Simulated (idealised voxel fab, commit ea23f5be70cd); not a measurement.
This section sets out a process module, namely voxel released beams.
FYI the section here is cut, 220 nm wide, cells are 5 nm squares.
Just so we're on the same page, the cross-sections are grids of square cells, and they're listed out in bands top to bottom, each band one or more rows deep. What a band's entry tells you: where the top is and where the bottom is, as heights in nm, and after that what lies inside, material by material from left to right, each with its width in nm. Empty space is written as the word "blank", and a single material marked with the word "everywhere" occupies the band from edge to edge. We count height from 0. Below that, the starting wafer is all one material. The lowest band never ends at the bottom but goes on down; see "z 0 and below" for how that is written. You'd read "30->40" like this: the band's top row of cells is as wide as the first number, its bottom row is as wide as the second, and going down, every row changes width by the same amount as the row before did. Step note "no alteration" = no cross-section cell changed. Any empty space of 8 cells or more lacking an open way to the top shows up in "Closed void table" as width x height at distance, distance from the left edge, in nm. Heads up: the bit after the settings on a step's line is the simulator's remark on that step. The line of a step may include "overlay nm". On a step with a mask, this value is how far to the right of its planned place the mask lay. A negative value means the mask lay to the left.

Below is the list of planned process steps
1,RECEIVE | material Si
2,CONFORMAL_DEP | material Al2O3 | thk nm 10
3,DIRECTIONAL_DEP | material SiO2 | thk nm 10
4,DIRECTIONAL_DEP | material aC | thk nm 15
5,PATTERN | tone open | mask id ANCHOR | material resist | width nm 35 | thk nm 30 | overlay nm 0
6,DIRECTIONAL_ETCH | etch materials aC | depth nm 15
7,STRIP | etch materials resist
8,DIRECTIONAL_ETCH | etch materials SiO2 | depth nm 10
9,STRIP | etch materials aC
10,CONFORMAL_DEP | material W | thk nm 10
11,MASKED_ETCH | tone cover | mask id BEAM | width nm 110 | etch materials W | depth nm 10 | overlay nm 0
12,STRIP | etch materials SiO2

First wafer, as planned

Shown in cross-section is the wafer as received, that is, as it stands after step 1
z 0 and below = Si everywhere
Closed void table: none

After step 2: wafer cross-section
z 10 to 0 = Al2O3 everywhere
Below a height of 0, the structure has not been altered.

After step 3: wafer cross-section
z 20 to 10 = SiO2 everywhere
Below a height of 10, the structure has not been altered.

After step 4: wafer cross-section
z 35 to 20 = aC everywhere
Below a height of 20, the structure has not been altered.

After step 5: wafer cross-section
z 65 to 35 = 55 nm resist; 35 nm blank; 130 nm resist
Below a height of 35, the structure has not been altered.

After step 6: wafer cross-section
z 50 to 35 = 55 nm resist; 35 nm blank; 130 nm resist
z 35 to 20 = 55 nm aC; 35 nm blank; 130 nm aC
Below a height of 20, the structure has not been altered.

After step 7: wafer cross-section
z 35 to 20 = 55 nm aC; 35 nm blank; 130 nm aC
Below a height of 20, the structure has not been altered.

After step 8: wafer cross-section
z 35 to 20 = 55 nm aC; 35 nm blank; 130 nm aC
z 20 to 10 = 55 nm SiO2; 35 nm blank; 130 nm SiO2
Below a height of 10, the structure has not been altered.

After step 9: wafer cross-section
z 20 to 10 = 55 nm SiO2; 35 nm blank; 130 nm SiO2
Below a height of 10, the structure has not been altered.

After step 10: wafer cross-section
z 30 to 20 = 65 nm W; 15 nm blank; 140 nm W
z 20 to 10 = 55 nm SiO2; 35 nm W; 130 nm SiO2
Below a height of 10, the structure has not been altered.

After step 11: wafer cross-section
z 30 to 20 = 50 nm blank; 15 nm W; 15 nm blank; 80 nm W; 60 nm blank
Below a height of 20, the structure has not been altered.

After step 12: wafer cross-section
z 30 to 20 = 50 nm blank; 15 nm W; 15 nm blank; 80 nm W; 60 nm blank
z 20 to 10 = 55 nm blank; 35 nm W; 130 nm blank
Below a height of 10, the structure has not been altered.

Wafer two: like wafer one in start and plan, but with one mistake in execution; identical up to and including step 1

Second wafer, section view, time point: scheduled end of step 2
z 10 to 0 = SiO2 everywhere
Below a height of 0, the structure has not been altered.

Second wafer, section view, time point: scheduled end of step 3
z 20 to 0 = SiO2 everywhere
Below a height of 0, the structure has not been altered.

Second wafer, section view, time point: scheduled end of step 4
z 35 to 20 = aC everywhere
Below a height of 20, the structure has not been altered.

Second wafer, section view, time point: scheduled end of step 5
z 65 to 35 = 55 nm resist; 35 nm blank; 130 nm resist
Below a height of 35, the structure has not been altered.

Second wafer, section view, time point: scheduled end of step 6
z 50 to 35 = 55 nm resist; 35 nm blank; 130 nm resist
z 35 to 20 = 55 nm aC; 35 nm blank; 130 nm aC
Below a height of 20, the structure has not been altered.

Second wafer, section view, time point: scheduled end of step 7
z 35 to 20 = 55 nm aC; 35 nm blank; 130 nm aC
Below a height of 20, the structure has not been altered.

Second wafer, section view, time point: scheduled end of step 8
z 35 to 20 = 55 nm aC; 35 nm blank; 130 nm aC
z 20 to 10 = 55 nm SiO2; 35 nm blank; 130 nm SiO2
Below a height of 10, the structure has not been altered.

Second wafer, section view, time point: scheduled end of step 9
z 20 to 10 = 55 nm SiO2; 35 nm blank; 130 nm SiO2
Below a height of 10, the structure has not been altered.

Second wafer, section view, time point: scheduled end of step 10
z 30 to 20 = 65 nm W; 15 nm blank; 140 nm W
z 20 to 10 = 55 nm SiO2; 35 nm W; 130 nm SiO2
Below a height of 10, the structure has not been altered.

Second wafer, section view, time point: scheduled end of step 11
z 30 to 20 = 50 nm blank; 15 nm W; 15 nm blank; 80 nm W; 60 nm blank
Below a height of 20, the structure has not been altered.

Second wafer, section view, time point: scheduled end of step 12
z 0 and below = Si everywhere
What broke from the plan during processing? not per plan at step 2, really ran CONFORMAL_DEP | material SiO2 | thk nm 10
At the finish, the second wafer shows more or fewer cells for some materials than the first does: -88 Al2O3, -52 W
